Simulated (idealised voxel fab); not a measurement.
The following is a process module called voxel lift off.
Displayed cross-section: cut, width of 195 nm, square cells sized 5 nm.
Think of the cross-section as a grid of square cells. We describe it in bands, top to bottom, and each band covers one or more rows of those cells.
Band: top height; bottom height; in nm. Then, left to right: material with width in nm, for each material. "everywhere": a single material spanning edge to edge. "blank": empty space.
Heights are reckoned from 0. Under this level, the received wafer is all of one material. The bottommost band is open-ended downward, for example "z 0 and below".
A width such as "30 to 40" changes by the same amount from each row of cells to the next, from the band's top row to its bottom row.
"same as before" -> step changed no cross-section cell.
"Enclosed voids" lists enclosed empty spaces (at least 8 cells, no open path upward to the top), each as width x height at distance from the left edge, in nm.
Anything after a step's settings on that line? It's the simulator's own note about the step.
If you see "overlay nm" on a step's line and that step has a mask, it's telling you how far right of where it was planned the mask ended up; a negative number means it went left instead.

### Process steps foreseen in the plan
1,RECEIVE | material Si
2,CONFORMAL_DEP | material SiO2 | thk nm 10
3,PATTERN | tone open | mask id LINES | material resist | width nm 20 | pitch nm 40 | thk nm 25 | overlay nm 0
4,DIRECTIONAL_DEP | material Ru | thk nm 15
5,STRIP | etch materials resist
6,CONFORMAL_DEP | material SiO2 | thk nm 10

### First of two wafers - as planned

### Step 1 complete: cross-section of the wafer as received
- z 0 and below | Si everywhere
- Enclosed voids: none

### Wafer after step 2 (cross-section)
- z 10 to 0 | SiO2 everywhere
- Whatever lies below 0 is exactly as it was before.

### Wafer after step 3 (cross-section)
- z 35 to 10 | resist (65), then blank (20), then resist (20), then blank (20), then resist (70)
- Whatever lies below 10 is exactly as it was before.

### Wafer after step 4 (cross-section)
- z 50 to 35 | Ru (65), then blank (20), then Ru (20), then blank (20), then Ru (70)
- z 35 to 25 | resist (65), then blank (20), then resist (20), then blank (20), then resist (70)
- z 25 to 10 | resist (65), then Ru (20), then resist (20), then Ru (20), then resist (70)
- Whatever lies below 10 is exactly as it was before.

### Wafer after step 5 (cross-section)
- z 25 to 10 | blank (65), then Ru (20), then blank (20), then Ru (20), then blank (70)
- Whatever lies below 10 is exactly as it was before.

### Wafer after step 6 (cross-section)
- z 35 to 25 | blank (55), then SiO2 (80), then blank (60)
- z 25 to 20 | blank (55), then SiO2 (10), then Ru (20), then SiO2 (20), then Ru (20), then SiO2 (10), then blank (60)
- z 20 to 10 | SiO2 (65), then Ru (20), then SiO2 (20), then Ru (20), then SiO2 (70)
- Whatever lies below 10 is exactly as it was before.

### Here the second wafer is described. Its start and its plan were those of the first wafer. Its run contained one mistake. Up to and including step 2, it did exactly what the first wafer did

### Cross-section of the second wafer at the time step 3 of the plan should have ended
- z 35 to 10 | resist (70), then blank (20), then resist (20), then blank (20), then resist (65)
- Whatever lies below 10 is exactly as it was before.

### Cross-section of the second wafer at the time step 4 of the plan should have ended
- z 50 to 35 | Ru (70), then blank (20), then Ru (20), then blank (20), then Ru (65)
- z 35 to 25 | resist (70), then blank (20), then resist (20), then blank (20), then resist (65)
- z 25 to 10 | resist (70), then Ru (20), then resist (20), then Ru (20), then resist (65)
- Whatever lies below 10 is exactly as it was before.

### Cross-section of the second wafer at the time step 5 of the plan should have ended
- z 25 to 10 | blank (70), then Ru (20), then blank (20), then Ru (20), then blank (65)
- Whatever lies below 10 is exactly as it was before.

### Cross-section of the second wafer at the time step 6 of the plan should have ended
- z 35 to 25 | blank (60), then SiO2 (80), then blank (55)
- z 25 to 20 | blank (60), then SiO2 (10), then Ru (20), then SiO2 (20), then Ru (20), then SiO2 (10), then blank (55)
- z 20 to 10 | SiO2 (70), then Ru (20), then SiO2 (20), then Ru (20), then SiO2 (65)
- Whatever lies below 10 is exactly as it was before.
Error vs. plan: step 3 off recipe, ran as PATTERN | tone open | mask id LINES | material resist | width nm 20 | pitch nm 40 | thk nm 25 | overlay nm 5
Both wafers, final: cells per material equal; arrangement not.
